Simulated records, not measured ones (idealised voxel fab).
Process module name: voxel trench capacitor
The cross-section on display is named cut; it measures 270 nm wide, and its cells are 5 nm squares.
In this document a cross-section is written as a grid of square cells. It is given as a series of bands, listed from the top down, and a band is one or more rows of cells.
Each band's line starts with the height of the band's top and of its bottom, in nm. Then come its materials from left to right, each with its width in nm. One material with "all across" fills the band from edge to edge. "empty" is empty space.
It should be noted that heights are counted from 0, beneath which the wafer as supplied is of one material throughout, and that the lowest band possesses no lower boundary but continues downward, as written in "0 and below".
The notation "30 to 40" denotes a width that varies across the rows of cells in the band, beginning at the first number in the top row, finishing at the second number in the bottom row, and changing by an identical amount from each row to the next.
It should be understood that the words "no alterations made", when stated for a given step, signify that the cross-section underwent no change in any of its cells during that step.
What "Cavities, closed" gives you is every empty space of 8 cells or more that is cut off from the top. Each appears as width x height at distance, with the distance taken from the left edge and width, height and distance all in nm.
Past the settings on a step's line: simulator remark, on that step.
The line of a step may include "overlay nm". On a step with a mask, this value is how far to the right of its planned place the mask lay. A negative value means the mask lay to the left.

### This section lists the process steps that were planned
| 1 | RECEIVE,material Si |
| 2 | CONFORMAL_DEP,material SiN,thk nm 5 |
| 3 | MASKED_ETCH,tone open,mask id TRENCH,width nm 15,pitch nm 40,etch materials SiN,depth nm 5,overlay nm 0 |
| 4 | MASKED_ETCH,tone open,mask id TRENCH,width nm 15,pitch nm 40,etch materials Si,depth nm 30,overlay nm 0 |
| 5 | CONFORMAL_DEP,material Al2O3,thk nm 5 |
| 6 | FILL_DEP,material polySi,thk nm 10 |
| 7 | CMP,height nm 5 |

### Cross-section, incoming material, after step 1
	0 and below = Si all across
	Cavities, closed: none

### The first of two wafers, cross-sectioned at the end of the module, with the run proceeding as planned
	5 down to 0 = SiN: 85, Al2O3: 5, polySi: 5, Al2O3: 5, SiN: 25, Al2O3: 5, polySi: 5, Al2O3: 5, SiN: 25, Al2O3: 5, polySi: 5, Al2O3: 5, SiN: 90
	0 down to -25 = Si: 85, Al2O3: 5, polySi: 5, Al2O3: 5, Si: 25, Al2O3: 5, polySi: 5, Al2O3: 5, Si: 25, Al2O3: 5, polySi: 5, Al2O3: 5, Si: 90
	-25 down to -30 = Si: 85, Al2O3: 15, Si: 25, Al2O3: 15, Si: 25, Al2O3: 15, Si: 90
	-30 and below = Si all across
	Cavities, closed: none

### Second of two wafers, module complete, sectioned: it shares the first wafer's start and plan but was run with one mistake
	5 down to 0 = SiN: 85, Al2O3: 5, SiN: 5, Al2O3: 5, SiN: 25, Al2O3: 5, SiN: 5, Al2O3: 5, SiN: 25, Al2O3: 5, SiN: 5, Al2O3: 5, SiN: 90
	0 down to -25 = Si: 85, Al2O3: 5, SiN: 5, Al2O3: 5, Si: 25, Al2O3: 5, SiN: 5, Al2O3: 5, Si: 25, Al2O3: 5, SiN: 5, Al2O3: 5, Si: 90
	-25 down to -30 = Si: 85, Al2O3: 15, Si: 25, Al2O3: 15, Si: 25, Al2O3: 15, Si: 90
	-30 and below = Si all across
	Cavities, closed: none
Nonconformance to the process plan: in deviation from the planned setting, step 6 was conducted as FILL_DEP,material SiN,thk nm 10
Per the end-of-run cell counts, the second wafer holds more or fewer of some materials than the first: SiN: 18 more | polySi: 18 fewer
